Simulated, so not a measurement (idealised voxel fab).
process module | voxel released beams
cross-section cut | 190 nm wide | cells 5 nm
A cross-section is a grid of square cells, given in bands from the top down. A band is one or more rows of cells.
Each band's line starts with the height of the band's top and of its bottom, in nm. Then come its materials from left to right, each with its width in nm. One material with "throughout" fills the band from edge to edge. "air" is empty space.
Height 0 is the level under which the wafer as received is all one material. The lowest band goes on downwards, as in "0 down".
A width such as "30 to 40" changes by the same amount from each row of cells to the next, from the band's top row to its bottom row.
"no change" after a step means that no cell of the cross-section changed.
closed voids: empty space of 8 cells or more with no open way to the top, each as width x height at its distance from the left edge, in nm
after a step's settings: what the simulator itself notes on the step
overlay nm, on a step with a mask: how far to the right of its planned place the mask lay; to the left if negative
plan
1 op RECEIVE | material Si
2 op CONFORMAL_DEP | material Al2O3 | thk nm 5
3 op DIRECTIONAL_DEP | material SiO2 | thk nm 20
4 op MASKED_ETCH | tone open | mask id ANCHOR | width nm 35 | etch materials SiO2 | depth nm 20 | overlay nm 0
5 op CONFORMAL_DEP | material W | thk nm 15
6 op MASKED_ETCH | tone cover | mask id BEAM | width nm 90 | etch materials W | depth nm 15 | overlay nm 0
7 op STRIP | etch materials SiO2
as received, after step 1
  0 down: Si throughout
  closed voids: none
a wafer at the end: this start, this plan, one mistake
  55 to 40: air 45 | W 90 | air 55
  40 to 25: W throughout
  25 to 5: SiO2 50 | W 35 | SiO2 105
  5 to 0: Al2O3 throughout
  0 down: Si throughout
  closed voids: none
what went wrong: step 5 was run twice
